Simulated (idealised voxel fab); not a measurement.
Process module heading - voxel tone inversion
The cross-section on display is named cut; it measures 220 nm wide, and its cells are 5 nm squares.
A cross-section in this document is a grid of square cells, and it is written down as bands, the top band listed before the ones below it; a band is made up of one or more rows of cells. Top, bottom (nm), then materials left to right with widths (nm); lone material tagged "throughout" fills the whole band edge to edge; "air" = empty space. Height datum 0, below which the as-received substrate wafer is one material. Lowest band open at the bottom, running downward: "z 0 and below". Read "30->40" as a graded width: first number on top, second number at the bottom, same change between each pair of neighbouring rows. "no alterations made" (step): cross-section cells unchanged, all of them. Look at "Closed empty spaces" for the closed voids: empty spaces with no open path to the top, sized 8 cells or up. Each is width x height at distance, distance from the left edge, all nm. Past the settings on a step's line: simulator remark, on that step. "overlay nm" denotes, for a step that has a mask, the displacement of the mask to the right of its planned place, with negative values corresponding to the left.

The following list gives the planned process steps:
step 1: RECEIVE,material Si
step 2: CONFORMAL_DEP,material SiN,thk nm 5
step 3: DIRECTIONAL_DEP,material aC,thk nm 20
step 4: PATTERN,tone cover,mask id POSTS,material resist,width nm 20,pitch nm 40,thk nm 30,overlay nm 0
step 5: DIRECTIONAL_ETCH,etch materials aC,depth nm 20
step 6: STRIP,etch materials resist
step 7: FILL_DEP,material lowk,thk nm 5
step 8: CMP,height nm 25
step 9: STRIP,etch materials aC
step 10: CONFORMAL_DEP,material TiN,thk nm 5
step 11: FILL_DEP,material Cu,thk nm 10
step 12: CMP,height nm 25
step 13: CONFORMAL_DEP,material SiCN,thk nm 5

Cross-sectional view of the wafer in its as-received condition, corresponding to the state after step 1:
- z 0 and below = Si throughout
- Closed empty spaces: none

Here's the wafer cut in cross-section after the module, started and planned just like above, except one thing was done wrong in the run:
- z 30 to 25 = SiCN throughout
- z 25 to 20 = lowk throughout
- z 20 to 0 = 80 of lowk / 20 of aC / 20 of lowk / 20 of aC / 80 of lowk
- z 0 and below = Si throughout
- Closed empty spaces: none
What was done differently from what was planned? step 2 was left out
